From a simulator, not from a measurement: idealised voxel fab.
voxel capacitor over wiring: a process module
FYI the section here is cut, 175 nm wide, cells are 5 nm squares.
In this document a cross-section is written as a grid of square cells. It is given as a series of bands, listed from the top down, and a band is one or more rows of cells. Per band: top height and bottom height in nm, followed by the left-to-right materials and their widths in nm; "everywhere" marks a single material spanning edge to edge, "air" marks empty space. We count height from 0. Below that, the starting wafer is all one material. The lowest band never ends at the bottom but goes on down; see "0 and below" for how that is written. It should be noted that a width expressed as "30->40" varies in equal increments from row to row of cells within the band, taking the value of the first number at the top row and that of the second number at the bottom row. When a step is marked "nothing changed", none of the cells in the cross-section changed during that step. If an empty space has no open way to the top and is at least 8 cells in size, "Cavities, closed" lists it, written width x height at distance, where distance is measured from the left edge and every value is in nm. Step line, after settings: the simulator's comment on this step. The "overlay nm" setting may appear on a step's line; for a step that uses a mask, it gives how far to the right of its planned position the mask lay, and a negative value indicates the left.

Process steps (planned):
1,op RECEIVE | material Si
2,op CONFORMAL_DEP | material SiO2 | thk nm 15
3,op DIRECTIONAL_DEP | material TiN | thk nm 5
4,op DIRECTIONAL_DEP | material Ru | thk nm 20
5,op PATTERN | tone cover | mask id METAL_1 | material resist | width nm 20 | pitch nm 70 | thk nm 15 | overlay nm 0
6,op DIRECTIONAL_ETCH | etch materials Ru | depth nm 20
7,op DIRECTIONAL_ETCH | etch materials TiN | depth nm 5
8,op STRIP | etch materials resist
9,op FILL_DEP | material lowk | thk nm 10
10,op CMP | height nm 40
11,op CONFORMAL_DEP | material SiCN | thk nm 5
12,op DIRECTIONAL_DEP | material SiO2 | thk nm 20
13,op PATTERN | tone open | mask id PLUG_1 | material resist | width nm 15 | thk nm 20 | overlay nm 0
14,op DIRECTIONAL_ETCH | etch materials SiO2 | depth nm 20
15,op DIRECTIONAL_ETCH | etch materials SiCN | depth nm 5
16,op STRIP | etch materials resist
17,op CONFORMAL_DEP | material TiN | thk nm 5
18,op FILL_DEP | material Ru | thk nm 10
19,op CMP | height nm 65
20,op DIRECTIONAL_DEP | material TiN | thk nm 5
21,op DIRECTIONAL_DEP | material SiN | thk nm 5
22,op DIRECTIONAL_DEP | material TiN | thk nm 5
23,op PATTERN | tone cover | mask id UPPER_PLATE | material resist | width nm 55 | thk nm 20 | overlay nm 0
24,op DIRECTIONAL_ETCH | etch materials TiN | depth nm 5
25,op DIRECTIONAL_ETCH | etch materials SiN | depth nm 5
26,op STRIP | etch materials resist
27,op MASKED_ETCH | tone cover | mask id LOWER_PLATE | width nm 65 | etch materials TiN | depth nm 5 | overlay nm 0
28,op FILL_DEP | material SiO2 | thk nm 15
29,op CMP | height nm 90
30,op DIRECTIONAL_DEP | material aC | thk nm 10
31,op PATTERN | tone open | mask id PLUG_2 | material resist | width nm 15 | thk nm 25 | overlay nm 0
32,op DIRECTIONAL_ETCH | etch materials aC | depth nm 10
33,op STRIP | etch materials resist
34,op DIRECTIONAL_ETCH | etch materials SiO2 | depth nm 10
35,op STRIP | etch materials aC
36,op CONFORMAL_DEP | material TiN | thk nm 5
37,op FILL_DEP | material W | thk nm 5
38,op CMP | height nm 90
39,op CONFORMAL_DEP | material SiCN | thk nm 5

Wafer as received: cross-section following step 1:
* 0 and below = Si everywhere
* Cavities, closed: none

Here's the cross-section of the first of our two wafers at the end of the module - it ran as planned:
* 95 down to 90 = SiCN everywhere
* 90 down to 85 = SiO2 55; TiN 5; W 5; TiN 5; SiO2 105
* 85 down to 75 = SiO2 55->45; TiN 15->55; SiO2 105->75
* 75 down to 70 = SiO2 45; SiN 55; SiO2 75
* 70 down to 65 = SiO2 40; TiN 65; SiO2 70
* 65 down to 45 = SiO2 45; TiN 5; Ru 5; TiN 5; SiO2 115
* 45 down to 40 = SiCN 45; TiN 15; SiCN 115
* 40 down to 20 = lowk 40; Ru 20; lowk 50; Ru 20; lowk 45
* 20 down to 15 = lowk 40; TiN 20; lowk 50; TiN 20; lowk 45
* 15 down to 0 = SiO2 everywhere
* 0 and below = Si everywhere
* Cavities, closed: none

Cross-sectional view: second of two wafers, end of module; start and plan identical to the first, one mistake in running:
* 95 down to 90 = SiCN everywhere
* 90 down to 85 = SiO2 55; TiN 5; Ru 5; TiN 5; SiO2 105
* 85 down to 75 = SiO2 55->45; TiN 15->55; SiO2 105->75
* 75 down to 70 = SiO2 45; SiN 55; SiO2 75
* 70 down to 65 = SiO2 40; TiN 65; SiO2 70
* 65 down to 45 = SiO2 45; TiN 5; Ru 5; TiN 5; SiO2 115
* 45 down to 40 = SiCN 45; TiN 15; SiCN 115
* 40 down to 20 = lowk 40; Ru 20; lowk 50; Ru 20; lowk 45
* 20 down to 15 = lowk 40; TiN 20; lowk 50; TiN 20; lowk 45
* 15 down to 0 = SiO2 everywhere
* 0 and below = Si everywhere
* Cavities, closed: none
Processing error: step 37 was processed under conditions differing from the plan, specifically as op FILL_DEP | material Ru | thk nm 5
Cell-count delta at end, second wafer over first, by material: 1 more of Ru; 1 fewer of W
